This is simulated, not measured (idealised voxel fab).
Process module name: voxel air gaps
Section cut is 165 nm wide and gridded with 5 nm square cells.
Reading order for cross-sections: top band down to bottom band. Underlying form: a grid of square cells. Band size: one or more rows of cells. Top, bottom (nm), then materials left to right with widths (nm); lone material tagged "full width" fills the whole band edge to edge; "empty" = empty space. It should be noted that heights are counted from 0, beneath which the wafer as supplied is of one material throughout, and that the lowest band possesses no lower boundary but continues downward, as written in "0 -> down". The two numbers in a width such as "30 to 40" mark its ends across the band: the first belongs to the top row of cells, the second to the bottom row, and from each row to the next the width moves by the same amount. Step marked "nothing was modified"? Then no cell in the cross-section changed in it. "Closed voids list" enumerates empty spaces isolated from the top, with no open way to it, that contain at least 8 cells, giving each as width x height at distance from the left edge, all three in nm. after a step's settings: what the simulator itself notes on the step. A step's line can hold "overlay nm"; with a mask on that step, the setting says how far right of the planned place the mask lay, while a negative setting says it lay to the left.

## This section lists the process steps that were planned
step 1: RECEIVE with material Si
step 2: CONFORMAL_DEP with material SiO2, thk nm 15
step 3: CONFORMAL_DEP with material SiCN, thk nm 5
step 4: DIRECTIONAL_DEP with material SiO2, thk nm 30
step 5: DIRECTIONAL_DEP with material aC, thk nm 10
step 6: PATTERN with tone open, mask id LINES, material resist, width nm 15, pitch nm 40, thk nm 25, overlay nm 0
step 7: DIRECTIONAL_ETCH with etch materials aC, depth nm 10
step 8: STRIP with etch materials resist
step 9: DIRECTIONAL_ETCH with etch materials SiO2, depth nm 30
step 10: STRIP with etch materials aC
step 11: CONFORMAL_DEP with material TiN, thk nm 5
step 12: FILL_DEP with material W, thk nm 10
step 13: CMP with height nm 50
step 14: EPI with material Ru, thk nm 10
step 15: SELECTIVE_ETCH with etch materials SiO2, depth nm 40
step 16: CONFORMAL_DEP with material SiCN, thk nm 5

## First wafer out of two, processed as planned

## Cross-section of the wafer at receipt, which is the condition after step 1
    0 -> down: Si full width
    Closed voids list: none

## The wafer, seen in cross-section, after step 2
    15 -> 0: SiO2 full width
    All layers under 0 are left as they were.

## The wafer, seen in cross-section, after step 3
    20 -> 15: SiCN full width
    All layers under 15 are left as they were.

## The wafer, seen in cross-section, after step 4
    50 -> 20: SiO2 full width
    All layers under 20 are left as they were.

## The wafer, seen in cross-section, after step 5
    60 -> 50: aC full width
    All layers under 50 are left as they were.

## The wafer, seen in cross-section, after step 6
    85 -> 60: 35 of resist, then 15 of empty, then 25 of resist, then 15 of empty, then 25 of resist, then 15 of empty, then 35 of resist
    All layers under 60 are left as they were.

## The wafer, seen in cross-section, after step 7
    75 -> 60: 35 of resist, then 15 of empty, then 25 of resist, then 15 of empty, then 25 of resist, then 15 of empty, then 35 of resist
    60 -> 50: 35 of aC, then 15 of empty, then 25 of aC, then 15 of empty, then 25 of aC, then 15 of empty, then 35 of aC
    All layers under 50 are left as they were.

## The wafer, seen in cross-section, after step 8
    60 -> 50: 35 of aC, then 15 of empty, then 25 of aC, then 15 of empty, then 25 of aC, then 15 of empty, then 35 of aC
    All layers under 50 are left as they were.

## The wafer, seen in cross-section, after step 9
    60 -> 50: 35 of aC, then 15 of empty, then 25 of aC, then 15 of empty, then 25 of aC, then 15 of empty, then 35 of aC
    50 -> 20: 35 of SiO2, then 15 of empty, then 25 of SiO2, then 15 of empty, then 25 of SiO2, then 15 of empty, then 35 of SiO2
    All layers under 20 are left as they were.

## The wafer, seen in cross-section, after step 10
    50 -> 20: 35 of SiO2, then 15 of empty, then 25 of SiO2, then 15 of empty, then 25 of SiO2, then 15 of empty, then 35 of SiO2
    All layers under 20 are left as they were.

## The wafer, seen in cross-section, after step 11
    55 -> 50: 40 of TiN, then 5 of empty, then 35 of TiN, then 5 of empty, then 35 of TiN, then 5 of empty, then 40 of TiN
    50 -> 25: 35 of SiO2, then 5 of TiN, then 5 of empty, then 5 of TiN, then 25 of SiO2, then 5 of TiN, then 5 of empty, then 5 of TiN, then 25 of SiO2, then 5 of TiN, then 5 of empty, then 5 of TiN, then 35 of SiO2
    25 -> 20: 35 of SiO2, then 15 of TiN, then 25 of SiO2, then 15 of TiN, then 25 of SiO2, then 15 of TiN, then 35 of SiO2
    All layers under 20 are left as they were.

## The wafer, seen in cross-section, after step 12
    65 -> 55: W full width
    55 -> 50: 40 of TiN, then 5 of W, then 35 of TiN, then 5 of W, then 35 of TiN, then 5 of W, then 40 of TiN
    50 -> 25: 35 of SiO2, then 5 of TiN, then 5 of W, then 5 of TiN, then 25 of SiO2, then 5 of TiN, then 5 of W, then 5 of TiN, then 25 of SiO2, then 5 of TiN, then 5 of W, then 5 of TiN, then 35 of SiO2
    All layers under 25 are left as they were.

## The wafer, seen in cross-section, after step 13
    50 -> 25: 35 of SiO2, then 5 of TiN, then 5 of W, then 5 of TiN, then 25 of SiO2, then 5 of TiN, then 5 of W, then 5 of TiN, then 25 of SiO2, then 5 of TiN, then 5 of W, then 5 of TiN, then 35 of SiO2
    All layers under 25 are left as they were.

## The wafer, seen in cross-section, after step 14
    60 -> 50: 25 of empty, then 35 of Ru, then 5 of empty, then 35 of Ru, then 5 of empty, then 35 of Ru, then 25 of empty
    All layers under 50 are left as they were.

## The wafer, seen in cross-section, after step 15
    60 -> 50: 25 of empty, then 35 of Ru, then 5 of empty, then 35 of Ru, then 5 of empty, then 35 of Ru, then 25 of empty
    50 -> 25: 35 of empty, then 5 of TiN, then 5 of W, then 5 of TiN, then 25 of empty, then 5 of TiN, then 5 of W, then 5 of TiN, then 25 of empty, then 5 of TiN, then 5 of W, then 5 of TiN, then 35 of empty
    25 -> 20: 35 of empty, then 15 of TiN, then 25 of empty, then 15 of TiN, then 25 of empty, then 15 of TiN, then 35 of empty
    All layers under 20 are left as they were.

## The wafer, seen in cross-section, after step 16
    65 -> 60: 20 of empty, then 125 of SiCN, then 20 of empty
    60 -> 50: 20 of empty, then 5 of SiCN, then 35 of Ru, then 5 of SiCN, then 35 of Ru, then 5 of SiCN, then 35 of Ru, then 5 of SiCN, then 20 of empty
    50 -> 45: 20 of empty, then 15 of SiCN, then 5 of TiN, then 5 of W, then 5 of TiN, then 25 of SiCN, then 5 of TiN, then 5 of W, then 5 of TiN, then 25 of SiCN, then 5 of TiN, then 5 of W, then 5 of TiN, then 15 of SiCN, then 20 of empty
    45 -> 25: 30 of empty, then 5 of SiCN, then 5 of TiN, then 5 of W, then 5 of TiN, then 5 of SiCN, then 15 of empty, then 5 of SiCN, then 5 of TiN, then 5 of W, then 5 of TiN, then 5 of SiCN, then 15 of empty, then 5 of SiCN, then 5 of TiN, then 5 of W, then 5 of TiN, then 5 of SiCN, then 30 of empty
    25 -> 20: 35 of SiCN, then 15 of TiN, then 25 of SiCN, then 15 of TiN, then 25 of SiCN, then 15 of TiN, then 35 of SiCN
    All layers under 20 are left as they were.
    Closed voids list: 15 x 20 at 55; 15 x 20 at 95

## Notes, second wafer: start = first wafer's, plan = first wafer's, execution had one mistake; history identical to first through step 5

## Second wafer cross-section, taken as of the time the plan sets for step 6 to be done
    85 -> 60: 40 of resist, then 15 of empty, then 25 of resist, then 15 of empty, then 25 of resist, then 15 of empty, then 30 of resist
    All layers under 60 are left as they were.

## Second wafer cross-section, taken as of the time the plan sets for step 7 to be done
    75 -> 60: 40 of resist, then 15 of empty, then 25 of resist, then 15 of empty, then 25 of resist, then 15 of empty, then 30 of resist
    60 -> 50: 40 of aC, then 15 of empty, then 25 of aC, then 15 of empty, then 25 of aC, then 15 of empty, then 30 of aC
    All layers under 50 are left as they were.

## Second wafer cross-section, taken as of the time the plan sets for step 8 to be done
    60 -> 50: 40 of aC, then 15 of empty, then 25 of aC, then 15 of empty, then 25 of aC, then 15 of empty, then 30 of aC
    All layers under 50 are left as they were.

## Second wafer cross-section, taken as of the time the plan sets for step 9 to be done
    60 -> 50: 40 of aC, then 15 of empty, then 25 of aC, then 15 of empty, then 25 of aC, then 15 of empty, then 30 of aC
    50 -> 20: 40 of SiO2, then 15 of empty, then 25 of SiO2, then 15 of empty, then 25 of SiO2, then 15 of empty, then 30 of SiO2
    All layers under 20 are left as they were.

## Second wafer cross-section, taken as of the time the plan sets for step 10 to be done
    50 -> 20: 40 of SiO2, then 15 of empty, then 25 of SiO2, then 15 of empty, then 25 of SiO2, then 15 of empty, then 30 of SiO2
    All layers under 20 are left as they were.

## Second wafer cross-section, taken as of the time the plan sets for step 11 to be done
    55 -> 50: 45 of TiN, then 5 of empty, then 35 of TiN, then 5 of empty, then 35 of TiN, then 5 of empty, then 35 of TiN
    50 -> 25: 40 of SiO2, then 5 of TiN, then 5 of empty, then 5 of TiN, then 25 of SiO2, then 5 of TiN, then 5 of empty, then 5 of TiN, then 25 of SiO2, then 5 of TiN, then 5 of empty, then 5 of TiN, then 30 of SiO2
    25 -> 20: 40 of SiO2, then 15 of TiN, then 25 of SiO2, then 15 of TiN, then 25 of SiO2, then 15 of TiN, then 30 of SiO2
    All layers under 20 are left as they were.

## Second wafer cross-section, taken as of the time the plan sets for step 12 to be done
    65 -> 55: W full width
    55 -> 50: 45 of TiN, then 5 of W, then 35 of TiN, then 5 of W, then 35 of TiN, then 5 of W, then 35 of TiN
    50 -> 25: 40 of SiO2, then 5 of TiN, then 5 of W, then 5 of TiN, then 25 of SiO2, then 5 of TiN, then 5 of W, then 5 of TiN, then 25 of SiO2, then 5 of TiN, then 5 of W, then 5 of TiN, then 30 of SiO2
    All layers under 25 are left as they were.

## Second wafer cross-section, taken as of the time the plan sets for step 13 to be done
    50 -> 25: 40 of SiO2, then 5 of TiN, then 5 of W, then 5 of TiN, then 25 of SiO2, then 5 of TiN, then 5 of W, then 5 of TiN, then 25 of SiO2, then 5 of TiN, then 5 of W, then 5 of TiN, then 30 of SiO2
    All layers under 25 are left as they were.

## Second wafer cross-section, taken as of the time the plan sets for step 14 to be done
    60 -> 50: 30 of empty, then 35 of Ru, then 5 of empty, then 35 of Ru, then 5 of empty, then 35 of Ru, then 20 of empty
    All layers under 50 are left as they were.

## Second wafer cross-section, taken as of the time the plan sets for step 15 to be done
    60 -> 50: 30 of empty, then 35 of Ru, then 5 of empty, then 35 of Ru, then 5 of empty, then 35 of Ru, then 20 of empty
    50 -> 25: 40 of empty, then 5 of TiN, then 5 of W, then 5 of TiN, then 25 of empty, then 5 of TiN, then 5 of W, then 5 of TiN, then 25 of empty, then 5 of TiN, then 5 of W, then 5 of TiN, then 30 of empty
    25 -> 20: 40 of empty, then 15 of TiN, then 25 of empty, then 15 of TiN, then 25 of empty, then 15 of TiN, then 30 of empty
    All layers under 20 are left as they were.

## Second wafer cross-section, taken as of the time the plan sets for step 16 to be done
    65 -> 60: 25 of empty, then 125 of SiCN, then 15 of empty
    60 -> 50: 25 of empty, then 5 of SiCN, then 35 of Ru, then 5 of SiCN, then 35 of Ru, then 5 of SiCN, then 35 of Ru, then 5 of SiCN, then 15 of empty
    50 -> 45: 25 of empty, then 15 of SiCN, then 5 of TiN, then 5 of W, then 5 of TiN, then 25 of SiCN, then 5 of TiN, then 5 of W, then 5 of TiN, then 25 of SiCN, then 5 of TiN, then 5 of W, then 5 of TiN, then 15 of SiCN, then 15 of empty
    45 -> 25: 35 of empty, then 5 of SiCN, then 5 of TiN, then 5 of W, then 5 of TiN, then 5 of SiCN, then 15 of empty, then 5 of SiCN, then 5 of TiN, then 5 of W, then 5 of TiN, then 5 of SiCN, then 15 of empty, then 5 of SiCN, then 5 of TiN, then 5 of W, then 5 of TiN, then 5 of SiCN, then 25 of empty
    25 -> 20: 40 of SiCN, then 15 of TiN, then 25 of SiCN, then 15 of TiN, then 25 of SiCN, then 15 of TiN, then 30 of SiCN
    All layers under 20 are left as they were.
    Closed voids list: 15 x 20 at 60; 15 x 20 at 100
What broke from the plan during processing? step 6, actual vs plan mismatch, actual run PATTERN with tone open, mask id LINES, material resist, width nm 15, pitch nm 40, thk nm 25, overlay nm 5
Cell counts per material: same on both final wafers. Positions: different.
